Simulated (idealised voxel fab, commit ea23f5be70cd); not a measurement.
Title: Process Module voxel ribs on slabs
Shown is cross-section cut, with a width of 260 nm and square cells of size 5 nm.
Cross-section spec: square-cell grid; bands listed top down; each band is one or more rows.
Each band's line starts with the height of the band's top and of its bottom, in nm. Then come its materials from left to right, each with its width in nm. One material with "all across" fills the band from edge to edge. "blank" is empty space.
Below 0: as-received wafer, all one material; heights counted from there. Lowest band: no bottom, goes on down, written "0..down".
You'd read "30->40" like this: the band's top row of cells is as wide as the first number, its bottom row is as wide as the second, and going down, every row changes width by the same amount as the row before did.
Any step labelled "everything unchanged" changed none of the cells in the cross-section.
The entry titled "Voids, fully enclosed" provides the empty spaces that have no open way to the top, restricted to those of 8 cells or more. Each is presented as width x height at distance, the distance being measured from the left edge, with all three in nm.
Post-settings text on a step line: simulator's own remark regarding the step.
overlay nm: where the mask lay relative to plan, measured to the right, on steps with a mask; negatives go left.
## Planned process steps
1) RECEIVE (material Si)
2) DIRECTIONAL_DEP (material SiO2; thk nm 20)
3) DIRECTIONAL_DEP (material SiN; thk nm 25)
4) DIRECTIONAL_DEP (material aC; thk nm 10)
5) PATTERN (tone cover; mask id RIB; material resist; width nm 20; thk nm 25; overlay nm 0)
6) DIRECTIONAL_ETCH (etch materials aC; depth nm 10)
7) STRIP (etch materials resist)
8) DIRECTIONAL_ETCH (etch materials SiN; depth nm 5)
9) STRIP (etch materials aC)
10) MASKED_ETCH (tone cover; mask id SLAB; width nm 60; etch materials SiN; depth nm 20; overlay nm 0)
11) FILL_DEP (material SiO2; thk nm 15)
12) CMP (height nm 55)
13) DIRECTIONAL_DEP (material W; thk nm 5)
14) PATTERN (tone cover; mask id HEATER; material resist; width nm 30; thk nm 15; overlay nm 0)
15) DIRECTIONAL_ETCH (etch materials W; depth nm 5)
16) STRIP (etch materials resist)
17) CONFORMAL_DEP (material SiO2; thk nm 10)
## as received, after step 1
0..down  Si all across
Voids, fully enclosed: none
## First of two wafers: cross-section at end of module, run per plan
70..65  blank (105) | SiO2 (50) | blank (105)
65..60  SiO2 all across
60..55  SiO2 (115) | W (30) | SiO2 (115)
55..45  SiO2 all across
45..40  SiO2 (120) | SiN (20) | SiO2 (120)
40..20  SiO2 (100) | SiN (60) | SiO2 (100)
20..0  SiO2 all across
0..down  Si all across
Voids, fully enclosed: none
## Cross-section of the latter of the two wafers at module completion. It had an identical start and an identical plan to the former; in running it, one mistake was made
70..65  blank (105) | SiO2 (50) | blank (105)
65..60  SiO2 all across
60..55  SiO2 (115) | W (30) | SiO2 (115)
55..45  SiO2 (100) | SiN (60) | SiO2 (100)
45..20  SiN all across
20..0  SiO2 all across
0..down  Si all across
Voids, fully enclosed: none
Finding, execution versus plan: plan step 3 ran twice
Final comparison by cell count, materials where the second wafer has more or fewer than the first: 232 more of SiN; 232 fewer of SiO2
